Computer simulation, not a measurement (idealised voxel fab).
Process module, titled voxel released beams
Cross-sectional view cut (width: 220 nm; square cell size: 5 nm).
This document writes a cross-section as a grid whose cells are square, and gives it as bands, listed from the top down; one or more rows of cells form a band.
Band entry format. Leading values: height of top, height of bottom, nm. Remainder: materials in left-to-right order, each with its width in nm. Special words: "all across" on a single material, which then fills the band edge to edge; "empty", empty space.
All heights in this document are referenced to 0, defined as the level beneath which the wafer, as received, consists entirely of one material. The lowest band is not bounded below; it extends indefinitely downward and is written in the form "0 down".
Width: "30->40" (first number = top row, second number = bottom row, same change from row to row of cells).
The designation "nothing different", where it is given for a processing step, indicates that no cell of the cross-section was altered in the course of that step.
The list in "Enclosed empty spaces" covers empty spaces of 8 cells or more that cannot reach the top through any open way, and it gives each as width x height at distance; the distance is from the left edge, and width, height and distance are in nm.
Note: text after step settings on the step line = simulator remark on that step.
overlay nm: on a step with a mask, how far right of its planned place the mask lay; negative means left.

Planned process steps
step 1: RECEIVE,material Si
step 2: CONFORMAL_DEP,material Al2O3,thk nm 10
step 3: DIRECTIONAL_DEP,material SiO2,thk nm 20
step 4: DIRECTIONAL_DEP,material aC,thk nm 10
step 5: PATTERN,tone open,mask id ANCHOR,material resist,width nm 45,thk nm 25,overlay nm 0
step 6: DIRECTIONAL_ETCH,etch materials aC,depth nm 10
step 7: STRIP,etch materials resist
step 8: DIRECTIONAL_ETCH,etch materials SiO2,depth nm 20
step 9: STRIP,etch materials aC
step 10: CONFORMAL_DEP,material polySi,thk nm 15
step 11: PATTERN,tone cover,mask id BEAM,material resist,width nm 130,thk nm 15,overlay nm 0
step 12: DIRECTIONAL_ETCH,etch materials polySi,depth nm 15
step 13: STRIP,etch materials resist
step 14: STRIP,etch materials SiO2

Incoming wafer, cross-sectional view, post step 1
  0 down: Si all across
  Enclosed empty spaces: none

Cross-sectional result after module completion. Note: starting condition and plan are unchanged from above; one processing mistake was made
  50 to 35: empty 40 nm; polySi 25 nm; empty 5 nm; polySi 100 nm; empty 50 nm
  35 to 30: polySi 65 nm; empty 5 nm; polySi 150 nm
  30 to 10: SiO2 45 nm; polySi 45 nm; SiO2 130 nm
  10 to 0: Al2O3 all across
  0 down: Si all across
  Enclosed empty spaces: none
what went wrong: step 10, actual vs plan mismatch, actual run CONFORMAL_DEP,material polySi,thk nm 20
